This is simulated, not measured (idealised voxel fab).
The process module presented herein is designated voxel ribs on slabs.
Section cut is 140 nm wide and gridded with 5 nm square cells.
If you're reading a cross-section in this doc, picture square cells in a grid; it comes to you as bands, top ones listed first down to the bottom, and a band can be one or more rows of cells. Quick guide to a band line: top height, bottom height (nm) up front; then every material left to right with its width in nm. Only one material and it's marked "full width"? Then it fills the band edge to edge. And "empty" just means empty space. A quick word on heights: they are counted from 0, and under that level the wafer as it came to us is one material throughout. The lowest band is different from the rest in having no bottom; it simply continues downward, written as in "0 nm and below". Per-row width for "30 to 40": begins at first number (top row of band), ends at second number (bottom row), increment between rows held constant. Key: "remains unaltered" - step with no changed cell in the cross-section. In the "Completely sealed voids" entry, you get each enclosed empty space of 8 cells or more, one with no open way to the top, written width x height at distance, distance from the left edge, in nm. It should be noted that, on the line of a given step, the content following the step's settings is a remark produced by the simulator itself with respect to that step. Each step line may optionally specify "overlay nm", which for a step with a mask gives the rightward distance between the mask's planned place and where it lay, a negative value indicating the leftward direction.
## So here's the lineup of process steps we planned
step 1: RECEIVE, material Si
step 2: DIRECTIONAL_DEP, material SiO2, thk nm 30
step 3: DIRECTIONAL_DEP, material SiN, thk nm 20
step 4: MASKED_ETCH, tone cover, mask id RIB, width nm 20, etch materials SiN, depth nm 5, overlay nm 0
step 5: PATTERN, tone cover, mask id SLAB, material resist, width nm 50, thk nm 15, overlay nm 0
step 6: DIRECTIONAL_ETCH, etch materials SiN, depth nm 15
step 7: STRIP, etch materials resist
step 8: FILL_DEP, material SiO2, thk nm 25
step 9: CMP, height nm 65
step 10: DIRECTIONAL_DEP, material W, thk nm 10
step 11: DIRECTIONAL_DEP, material aC, thk nm 15
step 12: PATTERN, tone cover, mask id HEATER, material resist, width nm 30, thk nm 35, overlay nm 0
step 13: DIRECTIONAL_ETCH, etch materials aC, depth nm 15
step 14: STRIP, etch materials resist
step 15: DIRECTIONAL_ETCH, etch materials W, depth nm 10
step 16: STRIP, etch materials aC
step 17: CONFORMAL_DEP, material SiN, thk nm 5
## Cross-section of the incoming wafer, state after step 1
	0 nm and below = Si full width
	Completely sealed voids: none
## First wafer of two, sectioned at end of module; run went per plan
	80 nm to 75 nm = empty 50 | SiN 40 | empty 50
	75 nm to 70 nm = empty 50 | SiN 5 | W 30 | SiN 5 | empty 50
	70 nm to 65 nm = SiN 55 | W 30 | SiN 55
	65 nm to 50 nm = SiO2 full width
	50 nm to 45 nm = SiO2 60 | SiN 20 | SiO2 60
	45 nm to 30 nm = SiO2 45 | SiN 50 | SiO2 45
	30 nm to 0 nm = SiO2 full width
	0 nm and below = Si full width
	Completely sealed voids: none
## Same start, same plan as the first wafer - but one mistake in the run. Cross-section of the second of the two at the end of the module
	75 nm to 65 nm = empty 55 | W 30 | empty 55
	65 nm to 50 nm = SiO2 full width
	50 nm to 45 nm = SiO2 60 | SiN 20 | SiO2 60
	45 nm to 30 nm = SiO2 45 | SiN 50 | SiO2 45
	30 nm to 0 nm = SiO2 full width
	0 nm and below = Si full width
	Completely sealed voids: none
Against the plan, the run slipped here: step 17 from the plan never happened, it was just skipped
Per the end-of-run cell counts, the second wafer holds more or fewer of some materials than the first: 32 fewer of SiN
